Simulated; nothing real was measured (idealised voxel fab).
You're looking at the process module voxel transistor to metal.
Section cut is 165 nm wide and gridded with 5 nm square cells.
We lay out every cross-section as a grid of square cells and spell it out in bands from the top down, where one band means one or more rows of cells.
Quick guide to a band line: top height, bottom height (nm) up front; then every material left to right with its width in nm. Only one material and it's marked "full width"? Then it fills the band edge to edge. And "blank" just means empty space.
Below 0: as-received wafer, all one material; heights counted from there. Lowest band: no bottom, goes on down, written "z 0 and below".
A two-number width, for instance "30 to 40", indicates that the width is equal to the first number in the top row of the band and to the second number in the bottom row, and that it changes by a constant amount per row of cells.
"nothing different" for a step: no cell of the cross-section changed in that step.
Voids not open to the top, 8 cells minimum: see "Trapped cavities". Written width x height at distance; distance is from the left edge; nm.
Post-settings text on a step line: simulator's own remark regarding the step.
Regarding "overlay nm": on a step with a mask, it is the distance the mask lay to the right of its planned place; a negative value places it to the left.
Below is the list of planned process steps:
1. RECEIVE [material Si]
2. CONFORMAL_DEP [material SiO2] [thk nm 5]
3. CONFORMAL_DEP [material SiN] [thk nm 10]
4. DIRECTIONAL_DEP [material aC] [thk nm 15]
5. PATTERN [tone cover] [mask id ACTIVE] [material resist] [width nm 105] [thk nm 30] [overlay nm 0]
6. DIRECTIONAL_ETCH [etch materials aC] [depth nm 15]
7. STRIP [etch materials resist]
8. DIRECTIONAL_ETCH [etch materials SiN] [depth nm 10]
9. DIRECTIONAL_ETCH [etch materials SiO2] [depth nm 5]
10. DIRECTIONAL_ETCH [etch materials Si] [depth nm 35]
11. STRIP [etch materials aC]
12. FILL_DEP [material SiO2] [thk nm 10]
13. CMP [height nm 15]
14. SELECTIVE_ETCH [etch materials SiO2] [depth nm 5]
15. STRIP [etch materials SiN]
16. SELECTIVE_ETCH [etch materials SiO2] [depth nm 5]
17. OXIDIZE [depth nm 5]
18. DIRECTIONAL_DEP [material polySi] [thk nm 30]
19. DIRECTIONAL_DEP [material SiCN] [thk nm 10]
20. PATTERN [tone cover] [mask id GATE] [material resist] [width nm 25] [thk nm 20] [overlay nm 0]
21. DIRECTIONAL_ETCH [etch materials SiCN] [depth nm 20]
22. DIRECTIONAL_ETCH [etch materials polySi] [depth nm 40]
23. STRIP [etch materials resist]
24. CONFORMAL_DEP [material SiN] [thk nm 10]
25. DIRECTIONAL_ETCH [etch materials SiN] [depth nm 10]
26. DIRECTIONAL_ETCH [etch materials SiO2] [depth nm 5]
27. DIRECTIONAL_ETCH [etch materials Si] [depth nm 5]
28. EPI [material pSi] [thk nm 5]
29. FILL_DEP [material SiO2] [thk nm 10]
30. CMP [height nm 40]
31. DIRECTIONAL_DEP [material SiO2] [thk nm 15]
32. PATTERN [tone open] [mask id CONTACT] [material resist] [width nm 30] [pitch nm 65] [thk nm 20] [overlay nm 0]
33. DIRECTIONAL_ETCH [etch materials SiO2] [depth nm 60]
34. STRIP [etch materials resist]
35. CONFORMAL_DEP [material TiN] [thk nm 5]
36. FILL_DEP [material Ru] [thk nm 5]
37. CMP [height nm 55]
38. DIRECTIONAL_DEP [material TiN] [thk nm 5]
39. DIRECTIONAL_DEP [material Ru] [thk nm 20]
40. PATTERN [tone cover] [mask id METAL_1] [material resist] [width nm 15] [pitch nm 80] [thk nm 20] [overlay nm 0]
41. DIRECTIONAL_ETCH [etch materials Ru] [depth nm 20]
42. DIRECTIONAL_ETCH [etch materials TiN] [depth nm 5]
43. STRIP [etch materials resist]
44. CONFORMAL_DEP [material SiN] [thk nm 5]
45. FILL_DEP [material lowk] [thk nm 10]
46. CMP [height nm 70]
47. CONFORMAL_DEP [material SiN] [thk nm 5]
The wafers in this document start out alike and differ in the height nm applied at step 46; the plan shows the value used for the first wafer.
As-received cross-section, first of several wafers, post step 1:
	z 0 and below: Si full width
	Trapped cavities: none
End of the module, past its last step, step 47: how the first of several wafers looks in cross-section:
	z 75 to 70: SiN full width
	z 70 to 60: lowk (30)  SiN (5)  Ru (15)  SiN (5)  lowk (55)  SiN (5)  Ru (15)  SiN (5)  lowk (30)
	z 60 to 55: SiN (35)  TiN (15)  SiN (65)  TiN (15)  SiN (35)
	z 55 to 45: SiO2 (35)  TiN (5)  Ru (20)  TiN (5)  SiO2 (35)  TiN (5)  Ru (20)  TiN (5)  SiO2 (35)
	z 45 to 40: SiO2 (35)  TiN (5)  Ru (15)  TiN (10)  SiO2 (35)  TiN (10)  Ru (15)  TiN (5)  SiO2 (35)
	z 40 to 30: SiO2 (35)  TiN (5)  Ru (15)  TiN (5)  SiN (10)  SiCN (25)  SiN (10)  TiN (5)  Ru (15)  TiN (5)  SiO2 (35)
	z 30 to 5: SiO2 (35)  TiN (5)  Ru (15)  TiN (5)  SiN (10)  polySi (25)  SiN (10)  TiN (5)  Ru (15)  TiN (5)  SiO2 (35)
	z 5 to 0: SiO2 (25)  SiN (10)  TiN (10)  Ru (5)  TiN (10)  SiN (10)  polySi (25)  SiN (10)  TiN (10)  Ru (5)  TiN (10)  SiN (10)  SiO2 (25)
	z 0 to -5: SiO2 (35)  pSi (5)  TiN (15)  pSi (5)  SiO2 (45)  pSi (5)  TiN (15)  pSi (5)  SiO2 (35)
	z -5 to -10: SiO2 (30)  Si (5)  pSi (25)  Si (45)  pSi (25)  Si (5)  SiO2 (30)
	z -10 to -35: SiO2 (30)  Si (105)  SiO2 (30)
	z -35 and below: Si full width
	Trapped cavities: none
Cross-section at module completion, last wafer:
	z 100 to 95: SiN full width
	z 95 to 85: lowk full width
	z 85 to 80: lowk (30)  SiN (25)  lowk (55)  SiN (25)  lowk (30)
	z 80 to 60: lowk (30)  SiN (5)  Ru (15)  SiN (5)  lowk (55)  SiN (5)  Ru (15)  SiN (5)  lowk (30)
	z 60 to 55: SiN (35)  TiN (15)  SiN (65)  TiN (15)  SiN (35)
	z 55 to 45: SiO2 (35)  TiN (5)  Ru (20)  TiN (5)  SiO2 (35)  TiN (5)  Ru (20)  TiN (5)  SiO2 (35)
	z 45 to 40: SiO2 (35)  TiN (5)  Ru (15)  TiN (10)  SiO2 (35)  TiN (10)  Ru (15)  TiN (5)  SiO2 (35)
	z 40 to 30: SiO2 (35)  TiN (5)  Ru (15)  TiN (5)  SiN (10)  SiCN (25)  SiN (10)  TiN (5)  Ru (15)  TiN (5)  SiO2 (35)
	z 30 to 5: SiO2 (35)  TiN (5)  Ru (15)  TiN (5)  SiN (10)  polySi (25)  SiN (10)  TiN (5)  Ru (15)  TiN (5)  SiO2 (35)
	z 5 to 0: SiO2 (25)  SiN (10)  TiN (10)  Ru (5)  TiN (10)  SiN (10)  polySi (25)  SiN (10)  TiN (10)  Ru (5)  TiN (10)  SiN (10)  SiO2 (25)
	z 0 to -5: SiO2 (35)  pSi (5)  TiN (15)  pSi (5)  SiO2 (45)  pSi (5)  TiN (15)  pSi (5)  SiO2 (35)
	z -5 to -10: SiO2 (30)  Si (5)  pSi (25)  Si (45)  pSi (25)  Si (5)  SiO2 (30)
	z -10 to -35: SiO2 (30)  Si (105)  SiO2 (30)
	z -35 and below: Si full width
	Trapped cavities: none
Each row below is a wafer at the end of the module, listing for every material the number of cells it has gained (+) or lost (-) since it was received, followed by its closed voids:
height nm 70, +78 Ru, -115 Si, +10 SiCN, +104 SiN, +266 SiO2, +62 TiN, +46 lowk, +14 pSi, +30 polySi, Trapped cavities: none
height nm 75, +84 Ru, -115 Si, +10 SiCN, +108 SiN, +266 SiO2, +62 TiN, +69 lowk, +14 pSi, +30 polySi, Trapped cavities: none
height nm 80, +90 Ru, -115 Si, +10 SiCN, +112 SiN, +266 SiO2, +62 TiN, +92 lowk, +14 pSi, +30 polySi, Trapped cavities: none
height nm 85, +90 Ru, -115 Si, +10 SiCN, +122 SiN, +266 SiO2, +62 TiN, +115 lowk, +14 pSi, +30 polySi, Trapped cavities: none
height nm 90, +90 Ru, -115 Si, +10 SiCN, +122 SiN, +266 SiO2, +62 TiN, +148 lowk, +14 pSi, +30 polySi, Trapped cavities: none
height nm 95, +90 Ru, -115 Si, +10 SiCN, +122 SiN, +266 SiO2, +62 TiN, +181 lowk, +14 pSi, +30 polySi, Trapped cavities: none
